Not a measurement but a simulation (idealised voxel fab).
process module | voxel fin reveal
cross-section cut | 295 nm wide | cells 5 nm
A cross-section is a grid of square cells, given in bands from the top down. A band is one or more rows of cells.
Each band's line starts with the height of the band's top and of its bottom, in nm. Then come its materials from left to right, each with its width in nm. One material with "throughout" fills the band from edge to edge. "air" is empty space.
Height 0 is the level under which the wafer as received is all one material. The lowest band goes on downwards, as in "0 down".
A width such as "30 to 40" changes by the same amount from each row of cells to the next, from the band's top row to its bottom row.
"no change" after a step means that no cell of the cross-section changed.
closed voids: empty space of 8 cells or more with no open way to the top, each as width x height at its distance from the left edge, in nm
after a step's settings: what the simulator itself notes on the step
overlay nm, on a step with a mask: how far to the right of its planned place the mask lay; to the left if negative
plan
1 op RECEIVE | material Si
2 op CONFORMAL_DEP | material SiN | thk nm 10
3 op DIRECTIONAL_DEP | material aC | thk nm 10
4 op PATTERN | tone cover | mask id FINS | material resist | width nm 15 | pitch nm 45 | thk nm 30 | overlay nm 0
5 op DIRECTIONAL_ETCH | etch materials aC | depth nm 10
6 op STRIP | etch materials resist
7 op DIRECTIONAL_ETCH | etch materials SiN | depth nm 10
8 op DIRECTIONAL_ETCH | etch materials Si | depth nm 40
9 op STRIP | etch materials aC
10 op FILL_DEP | material SiO2 | thk nm 5
11 op CMP | height nm 10
12 op SELECTIVE_ETCH | etch materials SiO2 | depth nm 25
13 op STRIP | etch materials SiN
first wafer, as planned
as received, after step 1
  0 down: Si throughout
  closed voids: none
after step 2
  10 to 0: SiN throughout
  below 0: unchanged
after step 3
  20 to 10: aC throughout
  below 10: unchanged
after step 4
  50 to 20: air 70 | resist 15 | air 30 | resist 15 | air 30 | resist 15 | air 30 | resist 15 | air 75
  below 20: unchanged
after step 5
  40 to 20: air 70 | resist 15 | air 30 | resist 15 | air 30 | resist 15 | air 30 | resist 15 | air 75
  20 to 10: air 70 | aC 15 | air 30 | aC 15 | air 30 | aC 15 | air 30 | aC 15 | air 75
  below 10: unchanged
after step 6
  20 to 10: air 70 | aC 15 | air 30 | aC 15 | air 30 | aC 15 | air 30 | aC 15 | air 75
  below 10: unchanged
after step 7
  20 to 10: air 70 | aC 15 | air 30 | aC 15 | air 30 | aC 15 | air 30 | aC 15 | air 75
  10 to 0: air 70 | SiN 15 | air 30 | SiN 15 | air 30 | SiN 15 | air 30 | SiN 15 | air 75
  below 0: unchanged
after step 8
  20 to 10: air 70 | aC 15 | air 30 | aC 15 | air 30 | aC 15 | air 30 | aC 15 | air 75
  10 to 0: air 70 | SiN 15 | air 30 | SiN 15 | air 30 | SiN 15 | air 30 | SiN 15 | air 75
  0 to -40: air 70 | Si 15 | air 30 | Si 15 | air 30 | Si 15 | air 30 | Si 15 | air 75
  below -40: unchanged
after step 9
  10 to 0: air 70 | SiN 15 | air 30 | SiN 15 | air 30 | SiN 15 | air 30 | SiN 15 | air 75
  below 0: unchanged
after step 10
  15 to 10: SiO2 throughout
  10 to 0: SiO2 70 | SiN 15 | SiO2 30 | SiN 15 | SiO2 30 | SiN 15 | SiO2 30 | SiN 15 | SiO2 75
  0 to -40: SiO2 70 | Si 15 | SiO2 30 | Si 15 | SiO2 30 | Si 15 | SiO2 30 | Si 15 | SiO2 75
  below -40: unchanged
after step 11
  10 to 0: SiO2 70 | SiN 15 | SiO2 30 | SiN 15 | SiO2 30 | SiN 15 | SiO2 30 | SiN 15 | SiO2 75
  below 0: unchanged
after step 12
  10 to 0: air 70 | SiN 15 | air 30 | SiN 15 | air 30 | SiN 15 | air 30 | SiN 15 | air 75
  0 to -15: air 70 | Si 15 | air 30 | Si 15 | air 30 | Si 15 | air 30 | Si 15 | air 75
  below -15: unchanged
after step 13
  0 to -15: air 70 | Si 15 | air 30 | Si 15 | air 30 | Si 15 | air 30 | Si 15 | air 75
  below -15: unchanged
second wafer: like start, like plan, one mistake. Through step 11 it matches the first wafer
when step 12 should have ended
  10 to 0: SiO2 70 | air 15 | SiO2 30 | air 15 | SiO2 30 | air 15 | SiO2 30 | air 15 | SiO2 75
  below 0: unchanged
when step 13 should have ended
  0 to -15: air 70 | Si 15 | air 30 | Si 15 | air 30 | Si 15 | air 30 | Si 15 | air 75
  -15 to -25: SiO2 45 | air 25 | Si 15 | air 30 | Si 15 | air 30 | Si 15 | air 30 | Si 15 | air 25 | SiO2 50
  below -25: unchanged
what went wrong: steps 12 and 13 were swapped
at the end the second wafer has, in cells: 56 fewer of SiO2
